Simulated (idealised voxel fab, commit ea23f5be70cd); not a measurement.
Documented hereafter: the process module known as voxel gate over fins.
Cross-section cut: width 270 nm, square cells of 5 nm.
Format of a cross-section: grid, square cells. Given as bands. Order: top down. Band: one or more rows of cells.
Basically the band line says how high the top is and how high the bottom is, in nm, and then what's in it from left to right, every material with its width in nm. Empty space shows up as "air", and if a single material carries "all across" it runs the full band edge to edge.
Counting heights begins at 0, where everything beneath is, in the wafer as received, one material. The lowest band has no bottom; it goes on downwards, as "0 nm and below" shows.
A two-number width, for instance "30->40", indicates that the width is equal to the first number in the top row of the band and to the second number in the bottom row, and that it changes by a constant amount per row of cells.
Where the words "changes: none" appear for a step, the cross-section shows no cell changed by that step; every cell remained as before.
Entry "Voids, enclosed" = empty spaces >= 8 cells with no open way to the top; each as width x height at distance, distance from left edge, all nm.
Anything after a step's settings on that line? It's the simulator's own note about the step.
You can add "overlay nm" to a step's line. For a step with a mask, it describes how far the mask lay to the right of its planned position, and a negative number describes a lay to the left.
-- This section lists the process steps that were planned
1,RECEIVE (material Si)
2,CONFORMAL_DEP (material SiN; thk nm 5)
3,MASKED_ETCH (tone cover; mask id FINS; width nm 15; pitch nm 55; etch materials SiN; depth nm 5; overlay nm 0)
4,MASKED_ETCH (tone cover; mask id FINS; width nm 15; pitch nm 55; etch materials Si; depth nm 30; overlay nm 0)
5,FILL_DEP (material SiO2; thk nm 15)
6,CMP (height nm 5)
7,DIRECTIONAL_DEP (material aC; thk nm 15)
8,PATTERN (tone open; mask id RAIL; material resist; width nm 15; thk nm 35; overlay nm 0)
9,DIRECTIONAL_ETCH (etch materials aC; depth nm 15)
10,STRIP (etch materials resist)
11,DIRECTIONAL_ETCH (etch materials SiO2; depth nm 30)
12,STRIP (etch materials aC)
13,CONFORMAL_DEP (material TiN; thk nm 5)
14,FILL_DEP (material Ru; thk nm 5)
15,CMP (height nm 5)
16,SELECTIVE_ETCH (etch materials W Ru TiN; depth nm 25)
17,FILL_DEP (material SiO2; thk nm 5)
18,CMP (height nm 5)
19,SELECTIVE_ETCH (etch materials SiO2; depth nm 20)
20,STRIP (etch materials SiN)
21,CONFORMAL_DEP (material HfO2; thk nm 5)
22,CONFORMAL_DEP (material TiN; thk nm 5)
23,FILL_DEP (material W; thk nm 10)
24,CMP (height nm 15)
25,CONFORMAL_DEP (material SiN; thk nm 10)
-- As-received wafer cross-section (after step 1)
    0 nm and below | Si all across
    Voids, enclosed: none
-- Look at the cross-section after the module: the wafer started out the way shown above and the plan was the one shown above, yet one mistake was made along the way
    25 nm to 15 nm | SiN all across
    15 nm to 10 nm | 115 W | 35 TiN | 120 W
    10 nm to 5 nm | 90 W | 30 TiN | 25 HfO2 | 35 TiN | 90 W
    5 nm to 0 nm | 90 W | 5 TiN | 30 HfO2 | 15 W | 5 HfO2 | 5 TiN | 25 HfO2 | 5 TiN | 90 W
    0 nm to -5 nm | 90 W | 5 TiN | 5 HfO2 | 15 Si | 10 HfO2 | 15 W | 5 HfO2 | 5 TiN | 5 HfO2 | 15 Si | 5 HfO2 | 5 TiN | 90 W
    -5 nm to -10 nm | 95 TiN | 5 HfO2 | 15 Si | 10 HfO2 | 15 W | 5 HfO2 | 5 TiN | 5 HfO2 | 15 Si | 5 HfO2 | 95 TiN
    -10 nm to -15 nm | 100 HfO2 | 15 Si | 10 HfO2 | 15 W | 15 HfO2 | 15 Si | 100 HfO2
    -15 nm to -20 nm | 100 SiO2 | 15 Si | 10 SiO2 | 15 W | 15 SiO2 | 15 Si | 100 SiO2
    -20 nm to -25 nm | 100 SiO2 | 15 Si | 10 SiO2 | 15 TiN | 15 SiO2 | 15 Si | 100 SiO2
    -25 nm to -30 nm | 100 SiO2 | 15 Si | 40 SiO2 | 15 Si | 100 SiO2
    -30 nm and below | Si all across
    Voids, enclosed: none
what went wrong: step 17 ran with different settings than intended, the actual operation and settings being FILL_DEP (material W; thk nm 5)
